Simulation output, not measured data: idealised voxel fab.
process module | voxel transistor to metal
cross-section cut | 185 nm wide | cells 5 nm
A cross-section is a grid of square cells, given in bands from the top down. A band is one or more rows of cells.
Each band's line starts with the height of the band's top and of its bottom, in nm. Then come its materials from left to right, each with its width in nm. One material with "throughout" fills the band from edge to edge. "air" is empty space.
Height 0 is the level under which the wafer as received is all one material. The lowest band goes on downwards, as in "0 down".
A width such as "30 to 40" changes by the same amount from each row of cells to the next, from the band's top row to its bottom row.
"no change" after a step means that no cell of the cross-section changed.
closed voids: empty space of 8 cells or more with no open way to the top, each as width x height at its distance from the left edge, in nm
after a step's settings: what the simulator itself notes on the step
overlay nm, on a step with a mask: how far to the right of its planned place the mask lay; to the left if negative
plan
1 op RECEIVE | material Si
2 op CONFORMAL_DEP | material SiO2 | thk nm 5
3 op CONFORMAL_DEP | material SiN | thk nm 10
4 op DIRECTIONAL_DEP | material aC | thk nm 10
5 op PATTERN | tone cover | mask id ACTIVE | material resist | width nm 100 | thk nm 25 | overlay nm 0
6 op DIRECTIONAL_ETCH | etch materials aC | depth nm 10
7 op STRIP | etch materials resist
8 op DIRECTIONAL_ETCH | etch materials SiN | depth nm 10
9 op DIRECTIONAL_ETCH | etch materials SiO2 | depth nm 5
10 op DIRECTIONAL_ETCH | etch materials Si | depth nm 25
11 op STRIP | etch materials aC
12 op OXIDIZE | depth nm 5
13 op FILL_DEP | material SiO2 | thk nm 5
14 op CMP | height nm 15
15 op SELECTIVE_ETCH | etch materials SiO2 | depth nm 5
16 op STRIP | etch materials SiN
17 op SELECTIVE_ETCH | etch materials SiO2 | depth nm 5
18 op OXIDIZE | depth nm 5
19 op DIRECTIONAL_DEP | material polySi | thk nm 30
20 op DIRECTIONAL_DEP | material SiCN | thk nm 15
21 op DIRECTIONAL_DEP | material aC | thk nm 15
22 op PATTERN | tone cover | mask id GATE | material resist | width nm 30 | thk nm 35 | overlay nm 0
23 op DIRECTIONAL_ETCH | etch materials aC | depth nm 15
24 op STRIP | etch materials resist
25 op DIRECTIONAL_ETCH | etch materials SiCN | depth nm 25
26 op DIRECTIONAL_ETCH | etch materials polySi | depth nm 40
27 op STRIP | etch materials aC
28 op CONFORMAL_DEP | material SiN | thk nm 5
29 op DIRECTIONAL_ETCH | etch materials SiN | depth nm 5
30 op DIRECTIONAL_ETCH | etch materials SiO2 | depth nm 5
31 op DIRECTIONAL_ETCH | etch materials Si | depth nm 10
32 op EPI | material SiGe | thk nm 10
33 op FILL_DEP | material SiO2 | thk nm 5
34 op CMP | height nm 30
35 op STRIP | etch materials polySi
36 op SELECTIVE_ETCH | etch materials SiO2 | depth nm 5
37 op CONFORMAL_DEP | material HfO2 | thk nm 5
38 op CONFORMAL_DEP | material TiN | thk nm 5
39 op FILL_DEP | material W | thk nm 5
40 op CMP | height nm 25
41 op DIRECTIONAL_DEP | material SiO2 | thk nm 15
42 op PATTERN | tone open | mask id CONTACT | material resist | width nm 15 | pitch nm 75 | thk nm 20 | overlay nm 0
43 op DIRECTIONAL_ETCH | etch materials SiO2 | depth nm 45
44 op STRIP | etch materials resist
45 op CONFORMAL_DEP | material TiN | thk nm 5
46 op FILL_DEP | material W | thk nm 10
47 op CMP | height nm 40
48 op CONFORMAL_DEP | material SiCN | thk nm 5
49 op DIRECTIONAL_DEP | material lowk | thk nm 15
50 op MASKED_ETCH | tone open | mask id METAL_1 | width nm 15 | pitch nm 75 | etch materials lowk | depth nm 15 | overlay nm 0
51 op MASKED_ETCH | tone open | mask id METAL_1 | width nm 15 | pitch nm 75 | etch materials SiCN | depth nm 5 | overlay nm 0
52 op CONFORMAL_DEP | material TiN | thk nm 5
53 op FILL_DEP | material Cu | thk nm 5
54 op CMP | height nm 60
55 op CONFORMAL_DEP | material SiCN | thk nm 5
56 op DIRECTIONAL_DEP | material lowk | thk nm 35
57 op DIRECTIONAL_DEP | material aC | thk nm 10
58 op PATTERN | tone open | mask id METAL_2 | material resist | width nm 15 | pitch nm 75 | thk nm 25 | overlay nm 0
59 op DIRECTIONAL_ETCH | etch materials aC | depth nm 10
60 op STRIP | etch materials resist
61 op DIRECTIONAL_ETCH | etch materials lowk | depth nm 20
62 op STRIP | etch materials aC
63 op DIRECTIONAL_DEP | material aC | thk nm 15
64 op PATTERN | tone open | mask id METAL_2_HOLES | material resist | width nm 15 | pitch nm 75 | thk nm 30 | overlay nm 0
65 op DIRECTIONAL_ETCH | etch materials aC | depth nm 15
66 op STRIP | etch materials resist
67 op DIRECTIONAL_ETCH | etch materials lowk | depth nm 15
68 op DIRECTIONAL_ETCH | etch materials SiCN | depth nm 5
69 op STRIP | etch materials aC
70 op CONFORMAL_DEP | material TiN | thk nm 5
71 op FILL_DEP | material Cu | thk nm 10
72 op CMP | height nm 100
73 op CONFORMAL_DEP | material SiCN | thk nm 5
first wafer, as planned
as received, after step 1
  0 down: Si throughout
  closed voids: none
after step 2
  5 to 0: SiO2 throughout
  below 0: unchanged
after step 3
  15 to 5: SiN throughout
  below 5: unchanged
after step 4
  25 to 15: aC throughout
  below 15: unchanged
after step 5
  50 to 25: air 40 | resist 100 | air 45
  below 25: unchanged
after step 6
  40 to 25: air 40 | resist 100 | air 45
  25 to 15: air 40 | aC 100 | air 45
  below 15: unchanged
after step 7
  25 to 15: air 40 | aC 100 | air 45
  below 15: unchanged
after step 8
  25 to 15: air 40 | aC 100 | air 45
  15 to 5: air 40 | SiN 100 | air 45
  below 5: unchanged
after step 9
  25 to 15: air 40 | aC 100 | air 45
  15 to 5: air 40 | SiN 100 | air 45
  5 to 0: air 40 | SiO2 100 | air 45
  below 0: unchanged
after step 10
  25 to 15: air 40 | aC 100 | air 45
  15 to 5: air 40 | SiN 100 | air 45
  5 to 0: air 40 | SiO2 100 | air 45
  0 to -25: air 40 | Si 100 | air 45
  below -25: unchanged
after step 11
  15 to 5: air 40 | SiN 100 | air 45
  below 5: unchanged
after step 12
  15 to 5: air 40 | SiN 100 | air 45
  5 to 0: air 40 | SiO2 100 | air 45
  0 to -25: air 40 | SiO2 5 | Si 90 | SiO2 5 | air 45
  -25 to -30: SiO2 45 | Si 90 | SiO2 50
  below -30: unchanged
after step 13
  20 to 15: SiO2 throughout
  15 to 5: SiO2 40 | SiN 100 | SiO2 45
  5 to 0: SiO2 throughout
  0 to -30: SiO2 45 | Si 90 | SiO2 50
  below -30: unchanged
after step 14
  15 to 5: SiO2 40 | SiN 100 | SiO2 45
  below 5: unchanged
after step 15
  15 to 10: air 40 | SiN 100 | air 45
  below 10: unchanged
after step 16
  10 to 5: SiO2 40 | air 100 | SiO2 45
  below 5: unchanged
after step 17
  5 to 0: SiO2 35 | air 110 | SiO2 40
  below 0: unchanged
after step 18
  5 to 0: SiO2 35 | air 110 | SiO2 40
  0 to -5: SiO2 throughout
  below -5: unchanged
after step 19
  35 to 30: polySi 35 | air 110 | polySi 40
  30 to 5: polySi throughout
  5 to 0: SiO2 35 | polySi 110 | SiO2 40
  below 0: unchanged
after step 20
  50 to 45: SiCN 35 | air 110 | SiCN 40
  45 to 35: SiCN throughout
  35 to 30: polySi 35 | SiCN 110 | polySi 40
  below 30: unchanged
after step 21
  65 to 60: aC 35 | air 110 | aC 40
  60 to 50: aC throughout
  50 to 45: SiCN 35 | aC 110 | SiCN 40
  below 45: unchanged
after step 22
  100 to 65: air 75 | resist 30 | air 80
  65 to 60: aC 35 | air 40 | resist 30 | air 40 | aC 40
  below 60: unchanged
after step 23
  85 to 60: air 75 | resist 30 | air 80
  60 to 50: air 75 | aC 30 | air 80
  50 to 45: SiCN 35 | air 40 | aC 30 | air 40 | SiCN 40
  below 45: unchanged
after step 24
  60 to 50: air 75 | aC 30 | air 80
  below 50: unchanged
after step 25
  60 to 45: air 75 | aC 30 | air 80
  45 to 35: air 75 | SiCN 30 | air 80
  35 to 30: polySi 35 | air 40 | SiCN 30 | air 40 | polySi 40
  below 30: unchanged
after step 26
  60 to 45: air 75 | aC 30 | air 80
  45 to 30: air 75 | SiCN 30 | air 80
  30 to 5: air 75 | polySi 30 | air 80
  5 to 0: SiO2 35 | air 40 | polySi 30 | air 40 | SiO2 40
  below 0: unchanged
after step 27
  45 to 30: air 75 | SiCN 30 | air 80
  below 30: unchanged
after step 28
  50 to 45: air 70 | SiN 40 | air 75
  45 to 30: air 70 | SiN 5 | SiCN 30 | SiN 5 | air 75
  30 to 10: air 70 | SiN 5 | polySi 30 | SiN 5 | air 75
  10 to 5: SiN 40 | air 30 | SiN 5 | polySi 30 | SiN 5 | air 30 | SiN 45
  5 to 0: SiO2 35 | SiN 40 | polySi 30 | SiN 40 | SiO2 40
  below 0: unchanged
after step 29
  45 to 30: air 70 | SiN 5 | SiCN 30 | SiN 5 | air 75
  30 to 5: air 70 | SiN 5 | polySi 30 | SiN 5 | air 75
  5 to 0: SiO2 35 | SiN 5 | air 30 | SiN 5 | polySi 30 | SiN 5 | air 30 | SiN 5 | SiO2 40
  below 0: unchanged
after step 30
  45 to 30: air 70 | SiN 5 | SiCN 30 | SiN 5 | air 75
  30 to 5: air 70 | SiN 5 | polySi 30 | SiN 5 | air 75
  5 to 0: air 35 | SiN 5 | air 30 | SiN 5 | polySi 30 | SiN 5 | air 30 | SiN 5 | air 40
  0 to -5: SiO2 40 | air 30 | SiO2 40 | air 30 | SiO2 45
  below -5: unchanged
after step 31
  45 to 30: air 70 | SiN 5 | SiCN 30 | SiN 5 | air 75
  30 to 5: air 70 | SiN 5 | polySi 30 | SiN 5 | air 75
  5 to 0: air 35 | SiN 5 | air 30 | SiN 5 | polySi 30 | SiN 5 | air 30 | SiN 5 | air 40
  0 to -5: SiO2 40 | air 30 | SiO2 40 | air 30 | SiO2 45
  -5 to -15: SiO2 45 | air 25 | Si 40 | air 25 | SiO2 50
  below -15: unchanged
after step 32
  45 to 30: air 70 | SiN 5 | SiCN 30 | SiN 5 | air 75
  30 to 5: air 70 | SiN 5 | polySi 30 | SiN 5 | air 75
  5 to 0: air 35 | SiN 5 | air 20 | SiGe 10 | SiN 5 | polySi 30 | SiN 5 | SiGe 10 | air 20 | SiN 5 | air 40
  0 to -5: SiO2 40 | air 20 | SiGe 10 | SiO2 40 | SiGe 10 | air 20 | SiO2 45
  -5 to -15: SiO2 45 | SiGe 25 | Si 40 | SiGe 25 | SiO2 50
  below -15: unchanged
after step 33
  50 to 45: SiO2 throughout
  45 to 30: SiO2 70 | SiN 5 | SiCN 30 | SiN 5 | SiO2 75
  30 to 5: SiO2 70 | SiN 5 | polySi 30 | SiN 5 | SiO2 75
  5 to 0: SiO2 35 | SiN 5 | SiO2 20 | SiGe 10 | SiN 5 | polySi 30 | SiN 5 | SiGe 10 | SiO2 20 | SiN 5 | SiO2 40
  0 to -5: SiO2 60 | SiGe 10 | SiO2 40 | SiGe 10 | SiO2 65
  below -5: unchanged
after step 34
  30 to 5: SiO2 70 | SiN 5 | polySi 30 | SiN 5 | SiO2 75
  below 5: unchanged
after step 35
  30 to 5: SiO2 70 | SiN 5 | air 30 | SiN 5 | SiO2 75
  5 to 0: SiO2 35 | SiN 5 | SiO2 20 | SiGe 10 | SiN 5 | air 30 | SiN 5 | SiGe 10 | SiO2 20 | SiN 5 | SiO2 40
  below 0: unchanged
after step 36
  30 to 25: air 70 | SiN 5 | air 30 | SiN 5 | air 75
  25 to 5: SiO2 70 | SiN 5 | air 30 | SiN 5 | SiO2 75
  5 to 0: SiO2 35 | SiN 5 | SiO2 20 | SiGe 10 | SiN 5 | air 30 | SiN 5 | SiGe 10 | SiO2 20 | SiN 5 | SiO2 40
  0 to -5: SiO2 60 | SiGe 10 | air 40 | SiGe 10 | SiO2 65
  below -5: unchanged
after step 37
  35 to 30: air 65 | HfO2 15 | air 20 | HfO2 15 | air 70
  30 to 25: HfO2 70 | SiN 5 | HfO2 5 | air 20 | HfO2 5 | SiN 5 | HfO2 75
  25 to 5: SiO2 70 | SiN 5 | HfO2 5 | air 20 | HfO2 5 | SiN 5 | SiO2 75
  5 to 0: SiO2 35 | SiN 5 | SiO2 20 | SiGe 10 | SiN 5 | HfO2 5 | air 20 | HfO2 5 | SiN 5 | SiGe 10 | SiO2 20 | SiN 5 | SiO2 40
  0 to -5: SiO2 60 | SiGe 10 | HfO2 40 | SiGe 10 | SiO2 65
  below -5: unchanged
after step 38
  40 to 35: air 60 | TiN 25 | air 10 | TiN 25 | air 65
  35 to 30: TiN 65 | HfO2 15 | TiN 5 | air 10 | TiN 5 | HfO2 15 | TiN 70
  30 to 25: HfO2 70 | SiN 5 | HfO2 5 | TiN 5 | air 10 | TiN 5 | HfO2 5 | SiN 5 | HfO2 75
  25 to 5: SiO2 70 | SiN 5 | HfO2 5 | TiN 5 | air 10 | TiN 5 | HfO2 5 | SiN 5 | SiO2 75
  5 to 0: SiO2 35 | SiN 5 | SiO2 20 | SiGe 10 | SiN 5 | HfO2 5 | TiN 20 | HfO2 5 | SiN 5 | SiGe 10 | SiO2 20 | SiN 5 | SiO2 40
  below 0: unchanged
after step 39
  45 to 40: W throughout
  40 to 35: W 60 | TiN 25 | W 10 | TiN 25 | W 65
  35 to 30: TiN 65 | HfO2 15 | TiN 5 | W 10 | TiN 5 | HfO2 15 | TiN 70
  30 to 25: HfO2 70 | SiN 5 | HfO2 5 | TiN 5 | W 10 | TiN 5 | HfO2 5 | SiN 5 | HfO2 75
  25 to 5: SiO2 70 | SiN 5 | HfO2 5 | TiN 5 | W 10 | TiN 5 | HfO2 5 | SiN 5 | SiO2 75
  below 5: unchanged
after step 40
  25 to 5: SiO2 70 | SiN 5 | HfO2 5 | TiN 5 | W 10 | TiN 5 | HfO2 5 | SiN 5 | SiO2 75
  below 5: unchanged
after step 41
  40 to 25: SiO2 throughout
  below 25: unchanged
after step 42
  60 to 40: resist 45 | air 15 | resist 60 | air 15 | resist 50
  below 40: unchanged
after step 43
  60 to 40: resist 45 | air 15 | resist 60 | air 15 | resist 50
  40 to 25: SiO2 45 | air 15 | SiO2 60 | air 15 | SiO2 50
  25 to 5: SiO2 45 | air 15 | SiO2 10 | SiN 5 | HfO2 5 | TiN 5 | W 10 | TiN 5 | HfO2 5 | SiN 5 | SiO2 10 | air 15 | SiO2 50
  5 to 0: SiO2 35 | SiN 5 | SiO2 5 | air 15 | SiGe 10 | SiN 5 | HfO2 5 | TiN 20 | HfO2 5 | SiN 5 | SiGe 10 | air 15 | SiO2 5 | SiN 5 | SiO2 40
  0 to -5: SiO2 45 | air 15 | SiGe 10 | HfO2 40 | SiGe 10 | air 15 | SiO2 50
  below -5: unchanged
after step 44
  40 to 25: SiO2 45 | air 15 | SiO2 60 | air 15 | SiO2 50
  below 25: unchanged
after step 45
  45 to 40: TiN 50 | air 5 | TiN 70 | air 5 | TiN 55
  40 to 25: SiO2 45 | TiN 5 | air 5 | TiN 5 | SiO2 60 | TiN 5 | air 5 | TiN 5 | SiO2 50
  25 to 5: SiO2 45 | TiN 5 | air 5 | TiN 5 | SiO2 10 | SiN 5 | HfO2 5 | TiN 5 | W 10 | TiN 5 | HfO2 5 | SiN 5 | SiO2 10 | TiN 5 | air 5 | TiN 5 | SiO2 50
  5 to 0: SiO2 35 | SiN 5 | SiO2 5 | TiN 5 | air 5 | TiN 5 | SiGe 10 | SiN 5 | HfO2 5 | TiN 20 | HfO2 5 | SiN 5 | SiGe 10 | TiN 5 | air 5 | TiN 5 | SiO2 5 | SiN 5 | SiO2 40
  0 to -5: SiO2 45 | TiN 15 | SiGe 10 | HfO2 40 | SiGe 10 | TiN 15 | SiO2 50
  below -5: unchanged
after step 46
  55 to 45: W throughout
  45 to 40: TiN 50 | W 5 | TiN 70 | W 5 | TiN 55
  40 to 25: SiO2 45 | TiN 5 | W 5 | TiN 5 | SiO2 60 | TiN 5 | W 5 | TiN 5 | SiO2 50
  25 to 5: SiO2 45 | TiN 5 | W 5 | TiN 5 | SiO2 10 | SiN 5 | HfO2 5 | TiN 5 | W 10 | TiN 5 | HfO2 5 | SiN 5 | SiO2 10 | TiN 5 | W 5 | TiN 5 | SiO2 50
  5 to 0: SiO2 35 | SiN 5 | SiO2 5 | TiN 5 | W 5 | TiN 5 | SiGe 10 | SiN 5 | HfO2 5 | TiN 20 | HfO2 5 | SiN 5 | SiGe 10 | TiN 5 | W 5 | TiN 5 | SiO2 5 | SiN 5 | SiO2 40
  below 0: unchanged
after step 47
  40 to 25: SiO2 45 | TiN 5 | W 5 | TiN 5 | SiO2 60 | TiN 5 | W 5 | TiN 5 | SiO2 50
  below 25: unchanged
after step 48
  45 to 40: SiCN throughout
  below 40: unchanged
after step 49
  60 to 45: lowk throughout
  below 45: unchanged
after step 50
  60 to 45: lowk 45 | air 15 | lowk 60 | air 15 | lowk 50
  below 45: unchanged
after step 51
  60 to 45: lowk 45 | air 15 | lowk 60 | air 15 | lowk 50
  45 to 40: SiCN 45 | air 15 | SiCN 60 | air 15 | SiCN 50
  below 40: unchanged
after step 52
  65 to 60: TiN 50 | air 5 | TiN 70 | air 5 | TiN 55
  60 to 45: lowk 45 | TiN 5 | air 5 | TiN 5 | lowk 60 | TiN 5 | air 5 | TiN 5 | lowk 50
  45 to 40: SiCN 45 | TiN 15 | SiCN 60 | TiN 15 | SiCN 50
  below 40: unchanged
after step 53
  70 to 65: Cu throughout
  65 to 60: TiN 50 | Cu 5 | TiN 70 | Cu 5 | TiN 55
  60 to 45: lowk 45 | TiN 5 | Cu 5 | TiN 5 | lowk 60 | TiN 5 | Cu 5 | TiN 5 | lowk 50
  below 45: unchanged
after step 54
  60 to 45: lowk 45 | TiN 5 | Cu 5 | TiN 5 | lowk 60 | TiN 5 | Cu 5 | TiN 5 | lowk 50
  below 45: unchanged
after step 55
  65 to 60: SiCN throughout
  below 60: unchanged
after step 56
  100 to 65: lowk throughout
  below 65: unchanged
after step 57
  110 to 100: aC throughout
  below 100: unchanged
after step 58
  135 to 110: resist 45 | air 15 | resist 60 | air 15 | resist 50
  below 110: unchanged
after step 59
  125 to 110: resist 45 | air 15 | resist 60 | air 15 | resist 50
  110 to 100: aC 45 | air 15 | aC 60 | air 15 | aC 50
  below 100: unchanged
after step 60
  110 to 100: aC 45 | air 15 | aC 60 | air 15 | aC 50
  below 100: unchanged
after step 61
  110 to 100: aC 45 | air 15 | aC 60 | air 15 | aC 50
  100 to 80: lowk 45 | air 15 | lowk 60 | air 15 | lowk 50
  below 80: unchanged
after step 62
  100 to 80: lowk 45 | air 15 | lowk 60 | air 15 | lowk 50
  below 80: unchanged
after step 63
  115 to 100: aC 45 | air 15 | aC 60 | air 15 | aC 50
  100 to 95: lowk 45 | air 15 | lowk 60 | air 15 | lowk 50
  95 to 80: lowk 45 | aC 15 | lowk 60 | aC 15 | lowk 50
  below 80: unchanged
after step 64
  145 to 115: resist 45 | air 15 | resist 60 | air 15 | resist 50
  below 115: unchanged
after step 65
  130 to 115: resist 45 | air 15 | resist 60 | air 15 | resist 50
  115 to 100: aC 45 | air 15 | aC 60 | air 15 | aC 50
  100 to 80: lowk 45 | air 15 | lowk 60 | air 15 | lowk 50
  below 80: unchanged
after step 66
  115 to 100: aC 45 | air 15 | aC 60 | air 15 | aC 50
  below 100: unchanged
after step 67
  115 to 100: aC 45 | air 15 | aC 60 | air 15 | aC 50
  100 to 65: lowk 45 | air 15 | lowk 60 | air 15 | lowk 50
  below 65: unchanged
after step 68
  115 to 100: aC 45 | air 15 | aC 60 | air 15 | aC 50
  100 to 65: lowk 45 | air 15 | lowk 60 | air 15 | lowk 50
  65 to 60: SiCN 45 | air 15 | SiCN 60 | air 15 | SiCN 50
  below 60: unchanged
after step 69
  100 to 65: lowk 45 | air 15 | lowk 60 | air 15 | lowk 50
  below 65: unchanged
after step 70
  105 to 100: TiN 50 | air 5 | TiN 70 | air 5 | TiN 55
  100 to 65: lowk 45 | TiN 5 | air 5 | TiN 5 | lowk 60 | TiN 5 | air 5 | TiN 5 | lowk 50
  65 to 60: SiCN 45 | TiN 15 | SiCN 60 | TiN 15 | SiCN 50
  below 60: unchanged
after step 71
  115 to 105: Cu throughout
  105 to 100: TiN 50 | Cu 5 | TiN 70 | Cu 5 | TiN 55
  100 to 65: lowk 45 | TiN 5 | Cu 5 | TiN 5 | lowk 60 | TiN 5 | Cu 5 | TiN 5 | lowk 50
  below 65: unchanged
after step 72
  100 to 65: lowk 45 | TiN 5 | Cu 5 | TiN 5 | lowk 60 | TiN 5 | Cu 5 | TiN 5 | lowk 50
  below 65: unchanged
after step 73
  105 to 100: SiCN throughout
  below 100: unchanged
second wafer: like start, like plan, one mistake. Through step 36 it matches the first wafer
when step 37 should have ended
  35 to 30: air 65 | TiN 15 | air 20 | TiN 15 | air 70
  30 to 25: TiN 70 | SiN 5 | TiN 5 | air 20 | TiN 5 | SiN 5 | TiN 75
  25 to 5: SiO2 70 | SiN 5 | TiN 5 | air 20 | TiN 5 | SiN 5 | SiO2 75
  5 to 0: SiO2 35 | SiN 5 | SiO2 20 | SiGe 10 | SiN 5 | TiN 5 | air 20 | TiN 5 | SiN 5 | SiGe 10 | SiO2 20 | SiN 5 | SiO2 40
  0 to -5: SiO2 60 | SiGe 10 | TiN 40 | SiGe 10 | SiO2 65
  below -5: unchanged
when step 38 should have ended
  40 to 35: air 60 | HfO2 25 | air 10 | HfO2 25 | air 65
  35 to 30: HfO2 65 | TiN 15 | HfO2 5 | air 10 | HfO2 5 | TiN 15 | HfO2 70
  30 to 25: TiN 70 | SiN 5 | TiN 5 | HfO2 5 | air 10 | HfO2 5 | TiN 5 | SiN 5 | TiN 75
  25 to 5: SiO2 70 | SiN 5 | TiN 5 | HfO2 5 | air 10 | HfO2 5 | TiN 5 | SiN 5 | SiO2 75
  5 to 0: SiO2 35 | SiN 5 | SiO2 20 | SiGe 10 | SiN 5 | TiN 5 | HfO2 20 | TiN 5 | SiN 5 | SiGe 10 | SiO2 20 | SiN 5 | SiO2 40
  below 0: unchanged
when step 39 should have ended
  45 to 40: W throughout
  40 to 35: W 60 | HfO2 25 | W 10 | HfO2 25 | W 65
  35 to 30: HfO2 65 | TiN 15 | HfO2 5 | W 10 | HfO2 5 | TiN 15 | HfO2 70
  30 to 25: TiN 70 | SiN 5 | TiN 5 | HfO2 5 | W 10 | HfO2 5 | TiN 5 | SiN 5 | TiN 75
  25 to 5: SiO2 70 | SiN 5 | TiN 5 | HfO2 5 | W 10 | HfO2 5 | TiN 5 | SiN 5 | SiO2 75
  below 5: unchanged
when step 40 should have ended
  25 to 5: SiO2 70 | SiN 5 | TiN 5 | HfO2 5 | W 10 | HfO2 5 | TiN 5 | SiN 5 | SiO2 75
  below 5: unchanged
when step 41 should have ended
  40 to 25: SiO2 throughout
  below 25: unchanged
when step 42 should have ended
  60 to 40: resist 45 | air 15 | resist 60 | air 15 | resist 50
  below 40: unchanged
when step 43 should have ended
  60 to 40: resist 45 | air 15 | resist 60 | air 15 | resist 50
  40 to 25: SiO2 45 | air 15 | SiO2 60 | air 15 | SiO2 50
  25 to 5: SiO2 45 | air 15 | SiO2 10 | SiN 5 | TiN 5 | HfO2 5 | W 10 | HfO2 5 | TiN 5 | SiN 5 | SiO2 10 | air 15 | SiO2 50
  5 to 0: SiO2 35 | SiN 5 | SiO2 5 | air 15 | SiGe 10 | SiN 5 | TiN 5 | HfO2 20 | TiN 5 | SiN 5 | SiGe 10 | air 15 | SiO2 5 | SiN 5 | SiO2 40
  0 to -5: SiO2 45 | air 15 | SiGe 10 | TiN 40 | SiGe 10 | air 15 | SiO2 50
  below -5: unchanged
when step 44 should have ended
  40 to 25: SiO2 45 | air 15 | SiO2 60 | air 15 | SiO2 50
  below 25: unchanged
when step 45 should have ended
  45 to 40: TiN 50 | air 5 | TiN 70 | air 5 | TiN 55
  40 to 25: SiO2 45 | TiN 5 | air 5 | TiN 5 | SiO2 60 | TiN 5 | air 5 | TiN 5 | SiO2 50
  25 to 5: SiO2 45 | TiN 5 | air 5 | TiN 5 | SiO2 10 | SiN 5 | TiN 5 | HfO2 5 | W 10 | HfO2 5 | TiN 5 | SiN 5 | SiO2 10 | TiN 5 | air 5 | TiN 5 | SiO2 50
  5 to 0: SiO2 35 | SiN 5 | SiO2 5 | TiN 5 | air 5 | TiN 5 | SiGe 10 | SiN 5 | TiN 5 | HfO2 20 | TiN 5 | SiN 5 | SiGe 10 | TiN 5 | air 5 | TiN 5 | SiO2 5 | SiN 5 | SiO2 40
  0 to -5: SiO2 45 | TiN 15 | SiGe 10 | TiN 40 | SiGe 10 | TiN 15 | SiO2 50
  below -5: unchanged
when step 46 should have ended
  55 to 45: W throughout
  45 to 40: TiN 50 | W 5 | TiN 70 | W 5 | TiN 55
  40 to 25: SiO2 45 | TiN 5 | W 5 | TiN 5 | SiO2 60 | TiN 5 | W 5 | TiN 5 | SiO2 50
  25 to 5: SiO2 45 | TiN 5 | W 5 | TiN 5 | SiO2 10 | SiN 5 | TiN 5 | HfO2 5 | W 10 | HfO2 5 | TiN 5 | SiN 5 | SiO2 10 | TiN 5 | W 5 | TiN 5 | SiO2 50
  5 to 0: SiO2 35 | SiN 5 | SiO2 5 | TiN 5 | W 5 | TiN 5 | SiGe 10 | SiN 5 | TiN 5 | HfO2 20 | TiN 5 | SiN 5 | SiGe 10 | TiN 5 | W 5 | TiN 5 | SiO2 5 | SiN 5 | SiO2 40
  below 0: unchanged
when step 47 should have ended
  40 to 25: SiO2 45 | TiN 5 | W 5 | TiN 5 | SiO2 60 | TiN 5 | W 5 | TiN 5 | SiO2 50
  below 25: unchanged
when step 48 should have ended
  45 to 40: SiCN throughout
  below 40: unchanged
when step 49 should have ended
  60 to 45: lowk throughout
  below 45: unchanged
when step 50 should have ended
  60 to 45: lowk 45 | air 15 | lowk 60 | air 15 | lowk 50
  below 45: unchanged
when step 51 should have ended
  60 to 45: lowk 45 | air 15 | lowk 60 | air 15 | lowk 50
  45 to 40: SiCN 45 | air 15 | SiCN 60 | air 15 | SiCN 50
  below 40: unchanged
when step 52 should have ended
  65 to 60: TiN 50 | air 5 | TiN 70 | air 5 | TiN 55
  60 to 45: lowk 45 | TiN 5 | air 5 | TiN 5 | lowk 60 | TiN 5 | air 5 | TiN 5 | lowk 50
  45 to 40: SiCN 45 | TiN 15 | SiCN 60 | TiN 15 | SiCN 50
  below 40: unchanged
when step 53 should have ended
  70 to 65: Cu throughout
  65 to 60: TiN 50 | Cu 5 | TiN 70 | Cu 5 | TiN 55
  60 to 45: lowk 45 | TiN 5 | Cu 5 | TiN 5 | lowk 60 | TiN 5 | Cu 5 | TiN 5 | lowk 50
  below 45: unchanged
when step 54 should have ended
  60 to 45: lowk 45 | TiN 5 | Cu 5 | TiN 5 | lowk 60 | TiN 5 | Cu 5 | TiN 5 | lowk 50
  below 45: unchanged
when step 55 should have ended
  65 to 60: SiCN throughout
  below 60: unchanged
when step 56 should have ended
  100 to 65: lowk throughout
  below 65: unchanged
when step 57 should have ended
  110 to 100: aC throughout
  below 100: unchanged
when step 58 should have ended
  135 to 110: resist 45 | air 15 | resist 60 | air 15 | resist 50
  below 110: unchanged
when step 59 should have ended
  125 to 110: resist 45 | air 15 | resist 60 | air 15 | resist 50
  110 to 100: aC 45 | air 15 | aC 60 | air 15 | aC 50
  below 100: unchanged
when step 60 should have ended
  110 to 100: aC 45 | air 15 | aC 60 | air 15 | aC 50
  below 100: unchanged
when step 61 should have ended
  110 to 100: aC 45 | air 15 | aC 60 | air 15 | aC 50
  100 to 80: lowk 45 | air 15 | lowk 60 | air 15 | lowk 50
  below 80: unchanged
when step 62 should have ended
  100 to 80: lowk 45 | air 15 | lowk 60 | air 15 | lowk 50
  below 80: unchanged
when step 63 should have ended
  115 to 100: aC 45 | air 15 | aC 60 | air 15 | aC 50
  100 to 95: lowk 45 | air 15 | lowk 60 | air 15 | lowk 50
  95 to 80: lowk 45 | aC 15 | lowk 60 | aC 15 | lowk 50
  below 80: unchanged
when step 64 should have ended
  145 to 115: resist 45 | air 15 | resist 60 | air 15 | resist 50
  below 115: unchanged
when step 65 should have ended
  130 to 115: resist 45 | air 15 | resist 60 | air 15 | resist 50
  115 to 100: aC 45 | air 15 | aC 60 | air 15 | aC 50
  100 to 80: lowk 45 | air 15 | lowk 60 | air 15 | lowk 50
  below 80: unchanged
when step 66 should have ended
  115 to 100: aC 45 | air 15 | aC 60 | air 15 | aC 50
  below 100: unchanged
when step 67 should have ended
  115 to 100: aC 45 | air 15 | aC 60 | air 15 | aC 50
  100 to 65: lowk 45 | air 15 | lowk 60 | air 15 | lowk 50
  below 65: unchanged
when step 68 should have ended
  115 to 100: aC 45 | air 15 | aC 60 | air 15 | aC 50
  100 to 65: lowk 45 | air 15 | lowk 60 | air 15 | lowk 50
  65 to 60: SiCN 45 | air 15 | SiCN 60 | air 15 | SiCN 50
  below 60: unchanged
when step 69 should have ended
  100 to 65: lowk 45 | air 15 | lowk 60 | air 15 | lowk 50
  below 65: unchanged
when step 70 should have ended
  105 to 100: TiN 50 | air 5 | TiN 70 | air 5 | TiN 55
  100 to 65: lowk 45 | TiN 5 | air 5 | TiN 5 | lowk 60 | TiN 5 | air 5 | TiN 5 | lowk 50
  65 to 60: SiCN 45 | TiN 15 | SiCN 60 | TiN 15 | SiCN 50
  below 60: unchanged
when step 71 should have ended
  115 to 105: Cu throughout
  105 to 100: TiN 50 | Cu 5 | TiN 70 | Cu 5 | TiN 55
  100 to 65: lowk 45 | TiN 5 | Cu 5 | TiN 5 | lowk 60 | TiN 5 | Cu 5 | TiN 5 | lowk 50
  below 65: unchanged
when step 72 should have ended
  100 to 65: lowk 45 | TiN 5 | Cu 5 | TiN 5 | lowk 60 | TiN 5 | Cu 5 | TiN 5 | lowk 50
  below 65: unchanged
when step 73 should have ended
  105 to 100: SiCN throughout
  below 100: unchanged
what went wrong: steps 37 and 38 were swapped
at the end the second wafer has, in cells: 6 fewer of HfO2 | 6 more of TiN
